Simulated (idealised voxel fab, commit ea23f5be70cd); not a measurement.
process module | voxel spacer lines
cross-section cut | 245 nm wide | cells 5 nm
A cross-section is a grid of square cells, given in bands from the top down. A band is one or more rows of cells.
Each band's line starts with the height of the band's top and of its bottom, in nm. Then come its materials from left to right, each with its width in nm. One material with "throughout" fills the band from edge to edge. "air" is empty space.
Height 0 is the level under which the wafer as received is all one material. The lowest band goes on downwards, as in "0 down".
A width such as "30 to 40" changes by the same amount from each row of cells to the next, from the band's top row to its bottom row.
"no change" after a step means that no cell of the cross-section changed.
closed voids: empty space of 8 cells or more with no open way to the top, each as width x height at its distance from the left edge, in nm
after a step's settings: what the simulator itself notes on the step
overlay nm, on a step with a mask: how far to the right of its planned place the mask lay; to the left if negative
plan
1 op RECEIVE | material Si
2 op CONFORMAL_DEP | material Al2O3 | thk nm 10
3 op DIRECTIONAL_DEP | material TiN | thk nm 10
4 op DIRECTIONAL_DEP | material aC | thk nm 20
5 op PATTERN | tone cover | mask id MANDREL | material resist | width nm 20 | pitch nm 70 | thk nm 30 | overlay nm 0
6 op DIRECTIONAL_ETCH | etch materials aC | depth nm 20
7 op STRIP | etch materials resist
8 op CONFORMAL_DEP | material SiO2 | thk nm 15
9 op DIRECTIONAL_ETCH | etch materials SiO2 | depth nm 15
10 op STRIP | etch materials aC
11 op DIRECTIONAL_ETCH | etch materials TiN | depth nm 10
12 op STRIP | etch materials SiO2
first wafer, as planned
as received, after step 1
  0 down: Si throughout
  closed voids: none
after step 2
  10 to 0: Al2O3 throughout
  below 0: unchanged
after step 3
  20 to 10: TiN throughout
  below 10: unchanged
after step 4
  40 to 20: aC throughout
  below 20: unchanged
after step 5
  70 to 40: air 40 | resist 20 | air 50 | resist 20 | air 50 | resist 20 | air 45
  below 40: unchanged
after step 6
  50 to 40: air 40 | resist 20 | air 50 | resist 20 | air 50 | resist 20 | air 45
  40 to 20: air 40 | aC 20 | air 50 | aC 20 | air 50 | aC 20 | air 45
  below 20: unchanged
after step 7
  40 to 20: air 40 | aC 20 | air 50 | aC 20 | air 50 | aC 20 | air 45
  below 20: unchanged
after step 8
  55 to 40: air 25 | SiO2 50 | air 20 | SiO2 50 | air 20 | SiO2 50 | air 30
  40 to 35: air 25 | SiO2 15 | aC 20 | SiO2 15 | air 20 | SiO2 15 | aC 20 | SiO2 15 | air 20 | SiO2 15 | aC 20 | SiO2 15 | air 30
  35 to 20: SiO2 40 | aC 20 | SiO2 50 | aC 20 | SiO2 50 | aC 20 | SiO2 45
  below 20: unchanged
after step 9
  40 to 20: air 25 | SiO2 15 | aC 20 | SiO2 15 | air 20 | SiO2 15 | aC 20 | SiO2 15 | air 20 | SiO2 15 | aC 20 | SiO2 15 | air 30
  below 20: unchanged
after step 10
  40 to 20: air 25 | SiO2 15 | air 20 | SiO2 15 | air 20 | SiO2 15 | air 20 | SiO2 15 | air 20 | SiO2 15 | air 20 | SiO2 15 | air 30
  below 20: unchanged
after step 11
  40 to 20: air 25 | SiO2 15 | air 20 | SiO2 15 | air 20 | SiO2 15 | air 20 | SiO2 15 | air 20 | SiO2 15 | air 20 | SiO2 15 | air 30
  20 to 10: air 25 | TiN 15 | air 20 | TiN 15 | air 20 | TiN 15 | air 20 | TiN 15 | air 20 | TiN 15 | air 20 | TiN 15 | air 30
  below 10: unchanged
after step 12
  20 to 10: air 25 | TiN 15 | air 20 | TiN 15 | air 20 | TiN 15 | air 20 | TiN 15 | air 20 | TiN 15 | air 20 | TiN 15 | air 30
  below 10: unchanged
second wafer: like start, like plan, one mistake. Through step 1 it matches the first wafer
when step 2 should have ended: no change
when step 3 should have ended
  10 to 0: TiN throughout
  below 0: unchanged
when step 4 should have ended
  30 to 10: aC throughout
  below 10: unchanged
when step 5 should have ended
  60 to 30: air 40 | resist 20 | air 50 | resist 20 | air 50 | resist 20 | air 45
  below 30: unchanged
when step 6 should have ended
  40 to 30: air 40 | resist 20 | air 50 | resist 20 | air 50 | resist 20 | air 45
  30 to 10: air 40 | aC 20 | air 50 | aC 20 | air 50 | aC 20 | air 45
  below 10: unchanged
when step 7 should have ended
  30 to 10: air 40 | aC 20 | air 50 | aC 20 | air 50 | aC 20 | air 45
  below 10: unchanged
when step 8 should have ended
  45 to 30: air 25 | SiO2 50 | air 20 | SiO2 50 | air 20 | SiO2 50 | air 30
  30 to 25: air 25 | SiO2 15 | aC 20 | SiO2 15 | air 20 | SiO2 15 | aC 20 | SiO2 15 | air 20 | SiO2 15 | aC 20 | SiO2 15 | air 30
  25 to 10: SiO2 40 | aC 20 | SiO2 50 | aC 20 | SiO2 50 | aC 20 | SiO2 45
  below 10: unchanged
when step 9 should have ended
  30 to 10: air 25 | SiO2 15 | aC 20 | SiO2 15 | air 20 | SiO2 15 | aC 20 | SiO2 15 | air 20 | SiO2 15 | aC 20 | SiO2 15 | air 30
  below 10: unchanged
when step 10 should have ended
  30 to 10: air 25 | SiO2 15 | air 20 | SiO2 15 | air 20 | SiO2 15 | air 20 | SiO2 15 | air 20 | SiO2 15 | air 20 | SiO2 15 | air 30
  below 10: unchanged
when step 11 should have ended
  30 to 10: air 25 | SiO2 15 | air 20 | SiO2 15 | air 20 | SiO2 15 | air 20 | SiO2 15 | air 20 | SiO2 15 | air 20 | SiO2 15 | air 30
  10 to 0: air 25 | TiN 15 | air 20 | TiN 15 | air 20 | TiN 15 | air 20 | TiN 15 | air 20 | TiN 15 | air 20 | TiN 15 | air 30
  below 0: unchanged
when step 12 should have ended
  10 to 0: air 25 | TiN 15 | air 20 | TiN 15 | air 20 | TiN 15 | air 20 | TiN 15 | air 20 | TiN 15 | air 20 | TiN 15 | air 30
  below 0: unchanged
what went wrong: step 2 was left out
at the end the second wafer has, in cells: 98 fewer of Al2O3
